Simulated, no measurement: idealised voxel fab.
process module | voxel tone inversion
Square cells of 5 nm make up the cross-section cut, whose width is 270 nm.
A cross-section in this document is a grid of square cells, and it is written down as bands, the top band listed before the ones below it; a band is made up of one or more rows of cells. It is stipulated that each band's entry specify, in nanometres, the height of the top of the band and then that of its bottom, followed by the materials of the band in left-to-right sequence, each together with its width in nanometres. A single material marked by the word "all across" is understood to fill the band from edge to edge; the word "blank" is understood to denote empty space. Heads up on the height convention: 0 is the point under which the incoming wafer is all one material, and the lowest band has no bottom, it just keeps going down, like "0 nm and below". Quick explanation for "30..40": the width changes in equal steps down the rows of cells, from the first number in the band's top row to the second number in its bottom row. Key: "left unchanged" - step with no changed cell in the cross-section. The label "Closed void list" introduces a list of the empty spaces, 8 cells or larger, that have no open way up to the top; each entry in it reads width x height at distance, where the distance is taken from the left edge and all three are stated in nm. On each step's line, the part that comes after the settings is the simulator's own comment on the step. Steps that use a mask can have "overlay nm" on their line. It says how far the mask sat to the right of where it was meant to be. Negative means to the left.

Below is the list of planned process steps
1,op RECEIVE | material Si
2,op CONFORMAL_DEP | material SiCN | thk nm 10
3,op DIRECTIONAL_DEP | material polySi | thk nm 15
4,op PATTERN | tone cover | mask id POSTS | material resist | width nm 15 | pitch nm 35 | thk nm 25 | overlay nm 0
5,op DIRECTIONAL_ETCH | etch materials polySi | depth nm 15
6,op STRIP | etch materials resist
7,op FILL_DEP | material lowk | thk nm 10
8,op CMP | height nm 25
9,op STRIP | etch materials polySi
10,op CONFORMAL_DEP | material TiN | thk nm 5
11,op FILL_DEP | material Ru | thk nm 5
12,op CMP | height nm 25
13,op CONFORMAL_DEP | material SiCN | thk nm 5

Wafer cross-section on receipt, i.e. after step 1
- 0 nm and below: Si all across
- Closed void list: none

First of two wafers: cross-section at end of module, run per plan
- 30 nm to 25 nm: SiCN all across
- 25 nm to 15 nm: 90 nm lowk, then 5 nm TiN, then 5 nm Ru, then 5 nm TiN, then 20 nm lowk, then 5 nm TiN, then 5 nm Ru, then 5 nm TiN, then 20 nm lowk, then 5 nm TiN, then 5 nm Ru, then 5 nm TiN, then 95 nm lowk
- 15 nm to 10 nm: 90 nm lowk, then 15 nm TiN, then 20 nm lowk, then 15 nm TiN, then 20 nm lowk, then 15 nm TiN, then 95 nm lowk
- 10 nm to 0 nm: SiCN all across
- 0 nm and below: Si all across
- Closed void list: none

End of module, second wafer, cross-section. Started like the first, planned like the first, run with one mistake
- 30 nm to 25 nm: SiCN all across
- 25 nm to 15 nm: 90 nm lowk, then 5 nm TiN, then 10 nm Ru, then 5 nm TiN, then 15 nm lowk, then 5 nm TiN, then 10 nm Ru, then 5 nm TiN, then 15 nm lowk, then 5 nm TiN, then 10 nm Ru, then 5 nm TiN, then 90 nm lowk
- 15 nm to 10 nm: 90 nm lowk, then 20 nm TiN, then 15 nm lowk, then 20 nm TiN, then 15 nm lowk, then 20 nm TiN, then 90 nm lowk
- 10 nm to 0 nm: SiCN all across
- 0 nm and below: Si all across
- Closed void list: none
Short version of what went wrong: in deviation from the planned setting, step 4 was conducted as op PATTERN | tone cover | mask id POSTS | material resist | width nm 20 | pitch nm 35 | thk nm 25 | overlay nm 0
End of process, cell counts, second wafer against first, materials with more or fewer: +6 Ru, +3 TiN, -9 lowk
